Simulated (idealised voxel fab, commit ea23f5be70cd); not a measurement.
Proc. module: voxel local oxidation
For reference, the cross-section in this document is cut, with width 205 nm and square cells of 5 nm.
Cross-section = grid of square cells, listed top down in bands; band = one or more rows.
Per band: top height and bottom height in nm, followed by the left-to-right materials and their widths in nm; "everywhere" marks a single material spanning edge to edge, "air" marks empty space.
We count height from 0. Below that, the starting wafer is all one material. The lowest band never ends at the bottom but goes on down; see "0 nm and below" for how that is written.
The two numbers in a width such as "30..40" mark its ends across the band: the first belongs to the top row of cells, the second to the bottom row, and from each row to the next the width moves by the same amount.
"nothing altered" for a step: no cell of the cross-section changed in that step.
Empty spaces counting at least 8 cells and having no open way to the top are listed in "Voids, sealed". The notation width x height at distance is used for each, the distance being from the left edge and all three values in nm.
It should be noted that, on the line of a given step, the content following the step's settings is a remark produced by the simulator itself with respect to that step.
overlay nm, on a step with a mask: how far to the right of its planned place the mask lay; to the left if negative

**Steps in the process plan**
| 1 | RECEIVE, material Si |
| 2 | OXIDIZE, depth nm 5 |
| 3 | CONFORMAL_DEP, material SiN, thk nm 15 |
| 4 | DIRECTIONAL_DEP, material aC, thk nm 10 |
| 5 | PATTERN, tone cover, mask id ACTIVE, material resist, width nm 130, thk nm 30, overlay nm 0 |
| 6 | DIRECTIONAL_ETCH, etch materials aC, depth nm 10 |
| 7 | STRIP, etch materials resist |
| 8 | DIRECTIONAL_ETCH, etch materials SiN, depth nm 15 |
| 9 | STRIP, etch materials aC |
| 10 | SELECTIVE_ETCH, etch materials SiO2, depth nm 5 |
| 11 | OXIDIZE, depth nm 10 |
| 12 | STRIP, etch materials SiN |

**Cross-section, incoming material, after step 1**
	0 nm and below | Si everywhere
	Voids, sealed: none

**The first of the two wafers as seen in cross-section once the module was finished; processing followed the plan**
	0 nm to -5 nm | air (40); SiO2 (120); air (45)
	-5 nm to -15 nm | SiO2 (50); Si (100); SiO2 (55)
	-15 nm and below | Si everywhere
	Voids, sealed: none

**Wafer two (of two), end-of-module cross-section: start = wafer one, plan = wafer one, one run mistake**
	0 nm to -5 nm | air (35); SiO2 (130); air (40)
	-5 nm to -15 nm | SiO2 (45); Si (110); SiO2 (50)
	-15 nm and below | Si everywhere
	Voids, sealed: none
It is concluded that the wafer was processed incorrectly with respect to the plan, in that step 5: run off-plan, actual operation and settings PATTERN, tone cover, mask id ACTIVE, material resist, width nm 140, thk nm 30, overlay nm 0
The final cell counts differ between the wafers, with the second having more or fewer of some materials than the first: +4 Si, -2 SiO2
